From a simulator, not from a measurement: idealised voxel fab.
process module | voxel wiring stack
cross-section cut | 170 nm wide | cells 5 nm
Cross-sections here: square-cell grids, written as top-down lists of bands, a band being one or more rows of cells.
Band: top and bottom heights (nm) first, top before bottom; then materials from left to right, widths in nm. "edge to edge" marks a sole material filling the band edge to edge. "air" denotes empty space.
Heads up on the height convention: 0 is the point under which the incoming wafer is all one material, and the lowest band has no bottom, it just keeps going down, like "from 0 down".
When a width is written as two numbers, as in "30..40", the first number is the width in the top row of cells of the band and the second is the width in its bottom row, and the width changes by the same amount from each row to the next.
"remained the same" (step): cross-section cells unchanged, all of them.
The entry titled "Closed cavity list" provides the empty spaces that have no open way to the top, restricted to those of 8 cells or more. Each is presented as width x height at distance, the distance being measured from the left edge, with all three in nm.
On a step's line, text after the settings is the simulator commenting on that step.
A step's line can hold "overlay nm"; with a mask on that step, the setting says how far right of the planned place the mask lay, while a negative setting says it lay to the left.

# Steps in the process plan
1 RECEIVE (material Si)
2 CONFORMAL_DEP (material SiO2; thk nm 15)
3 DIRECTIONAL_DEP (material TiN; thk nm 5)
4 DIRECTIONAL_DEP (material W; thk nm 15)
5 DIRECTIONAL_DEP (material aC; thk nm 15)
6 PATTERN (tone cover; mask id METAL_1; material resist; width nm 25; pitch nm 40; thk nm 35; overlay nm 0)
7 DIRECTIONAL_ETCH (etch materials aC; depth nm 15)
8 STRIP (etch materials resist)
9 DIRECTIONAL_ETCH (etch materials W; depth nm 15)
10 DIRECTIONAL_ETCH (etch materials TiN; depth nm 5)
11 STRIP (etch materials aC)
12 CONFORMAL_DEP (material SiN; thk nm 5)
13 FILL_DEP (material SiO2; thk nm 5)
14 CMP (height nm 35)
15 CONFORMAL_DEP (material SiCN; thk nm 5)
16 DIRECTIONAL_DEP (material SiO2; thk nm 25)
17 DIRECTIONAL_DEP (material aC; thk nm 15)
18 PATTERN (tone open; mask id METAL_2; material resist; width nm 25; pitch nm 40; thk nm 30; overlay nm 0)
19 DIRECTIONAL_ETCH (etch materials aC; depth nm 15)
20 STRIP (etch materials resist)
21 DIRECTIONAL_ETCH (etch materials SiO2; depth nm 15)
22 STRIP (etch materials aC)
23 DIRECTIONAL_DEP (material aC; thk nm 10)
24 PATTERN (tone open; mask id METAL_2_HOLES; material resist; width nm 15; pitch nm 80; thk nm 30; overlay nm 0)
25 DIRECTIONAL_ETCH (etch materials aC; depth nm 10)
26 STRIP (etch materials resist)
27 DIRECTIONAL_ETCH (etch materials SiO2; depth nm 10)
28 DIRECTIONAL_ETCH (etch materials SiCN; depth nm 5)
29 STRIP (etch materials aC)
30 CONFORMAL_DEP (material TiN; thk nm 5)
31 FILL_DEP (material Cu; thk nm 5)
32 CMP (height nm 65)
33 CONFORMAL_DEP (material SiCN; thk nm 5)
34 DIRECTIONAL_DEP (material lowk; thk nm 25)
35 MASKED_ETCH (tone open; mask id METAL_3; width nm 25; pitch nm 40; etch materials lowk; depth nm 15; overlay nm 0)
36 MASKED_ETCH (tone open; mask id METAL_3_HOLES; width nm 15; pitch nm 40; etch materials lowk; depth nm 10; overlay nm 0)
37 MASKED_ETCH (tone open; mask id METAL_3_HOLES; width nm 15; pitch nm 40; etch materials SiCN; depth nm 5; overlay nm 0)
38 CONFORMAL_DEP (material TiN; thk nm 5)
39 FILL_DEP (material Cu; thk nm 10)
40 CMP (height nm 95)
41 CONFORMAL_DEP (material SiN; thk nm 5)

# This is the cross-section of the wafer as we received it, i.e. after step 1
* from 0 down = Si edge to edge
* Closed cavity list: none

# End-of-module XS, first of two wafers, run as planned
* from 100 to 95 = SiN edge to edge
* from 95 to 85 = 30 nm lowk, 5 nm TiN, 15 nm Cu, 5 nm TiN, 15 nm lowk, 5 nm TiN, 15 nm Cu, 5 nm TiN, 15 nm lowk, 5 nm TiN, 15 nm Cu, 5 nm TiN, 35 nm lowk
* from 85 to 80 = 30 nm lowk, 5 nm TiN, 5 nm Cu, 15 nm TiN, 15 nm lowk, 5 nm TiN, 5 nm Cu, 15 nm TiN, 15 nm lowk, 5 nm TiN, 5 nm Cu, 15 nm TiN, 35 nm lowk
* from 80 to 70 = 30 nm lowk, 5 nm TiN, 5 nm Cu, 5 nm TiN, 25 nm lowk, 5 nm TiN, 5 nm Cu, 5 nm TiN, 25 nm lowk, 5 nm TiN, 5 nm Cu, 5 nm TiN, 45 nm lowk
* from 70 to 65 = 30 nm SiCN, 15 nm TiN, 25 nm SiCN, 15 nm TiN, 25 nm SiCN, 15 nm TiN, 45 nm SiCN
* from 65 to 55 = 30 nm SiO2, 5 nm TiN, 15 nm Cu, 5 nm TiN, 15 nm SiO2, 5 nm TiN, 15 nm Cu, 5 nm TiN, 15 nm SiO2, 5 nm TiN, 15 nm Cu, 5 nm TiN, 35 nm SiO2
* from 55 to 50 = 30 nm SiO2, 5 nm TiN, 5 nm Cu, 15 nm TiN, 15 nm SiO2, 25 nm TiN, 15 nm SiO2, 5 nm TiN, 5 nm Cu, 15 nm TiN, 35 nm SiO2
* from 50 to 40 = 30 nm SiO2, 5 nm TiN, 5 nm Cu, 5 nm TiN, 65 nm SiO2, 5 nm TiN, 5 nm Cu, 5 nm TiN, 45 nm SiO2
* from 40 to 35 = 30 nm SiCN, 15 nm TiN, 65 nm SiCN, 15 nm TiN, 45 nm SiCN
* from 35 to 20 = 25 nm SiO2, 5 nm SiN, 25 nm W, 5 nm SiN, 5 nm SiO2, 5 nm SiN, 25 nm W, 5 nm SiN, 5 nm SiO2, 5 nm SiN, 25 nm W, 5 nm SiN, 30 nm SiO2
* from 20 to 15 = 30 nm SiN, 25 nm TiN, 15 nm SiN, 25 nm TiN, 15 nm SiN, 25 nm TiN, 35 nm SiN
* from 15 to 0 = SiO2 edge to edge
* from 0 down = Si edge to edge
* Closed cavity list: none

# The second wafer, shown in cross-section after the module: started the same way as the first and given the same plan, yet one mistake crept into how it was run
* from 100 to 95 = SiN edge to edge
* from 95 to 85 = 30 nm lowk, 5 nm TiN, 15 nm Cu, 5 nm TiN, 15 nm lowk, 5 nm TiN, 15 nm Cu, 5 nm TiN, 15 nm lowk, 5 nm TiN, 15 nm Cu, 5 nm TiN, 35 nm lowk
* from 85 to 80 = 30 nm lowk, 5 nm TiN, 5 nm Cu, 15 nm TiN, 15 nm lowk, 5 nm TiN, 5 nm Cu, 15 nm TiN, 15 nm lowk, 5 nm TiN, 5 nm Cu, 15 nm TiN, 35 nm lowk
* from 80 to 70 = 30 nm lowk, 5 nm TiN, 5 nm Cu, 5 nm TiN, 25 nm lowk, 5 nm TiN, 5 nm Cu, 5 nm TiN, 25 nm lowk, 5 nm TiN, 5 nm Cu, 5 nm TiN, 45 nm lowk
* from 70 to 65 = 30 nm SiCN, 15 nm TiN, 25 nm SiCN, 15 nm TiN, 25 nm SiCN, 15 nm TiN, 45 nm SiCN
* from 65 to 55 = 30 nm SiO2, 5 nm TiN, 15 nm Cu, 5 nm TiN, 15 nm SiO2, 5 nm TiN, 15 nm Cu, 5 nm TiN, 15 nm SiO2, 5 nm TiN, 15 nm Cu, 5 nm TiN, 35 nm SiO2
* from 55 to 50 = 30 nm SiO2, 5 nm TiN, 5 nm Cu, 15 nm TiN, 15 nm SiO2, 25 nm TiN, 15 nm SiO2, 5 nm TiN, 5 nm Cu, 15 nm TiN, 35 nm SiO2
* from 50 to 40 = 30 nm SiO2, 5 nm TiN, 5 nm Cu, 5 nm TiN, 65 nm SiO2, 5 nm TiN, 5 nm Cu, 5 nm TiN, 45 nm SiO2
* from 40 to 35 = 30 nm SiCN, 15 nm TiN, 65 nm SiCN, 15 nm TiN, 45 nm SiCN
* from 35 to 25 = 25 nm SiO2, 5 nm SiN, 25 nm W, 5 nm SiN, 5 nm SiO2, 5 nm SiN, 25 nm W, 5 nm SiN, 5 nm SiO2, 5 nm SiN, 25 nm W, 5 nm SiN, 30 nm SiO2
* from 25 to 20 = 30 nm SiN, 25 nm W, 15 nm SiN, 25 nm W, 15 nm SiN, 25 nm W, 35 nm SiN
* from 20 to 5 = SiO2 edge to edge
* from 5 to 0 = TiN edge to edge
* from 0 down = Si edge to edge
* Closed cavity list: none
Plan not followed: the run placed steps 2 and 3 each in the position the plan gave to the other
at the end the second wafer has, in cells: -6 SiN; -13 SiO2; +19 TiN
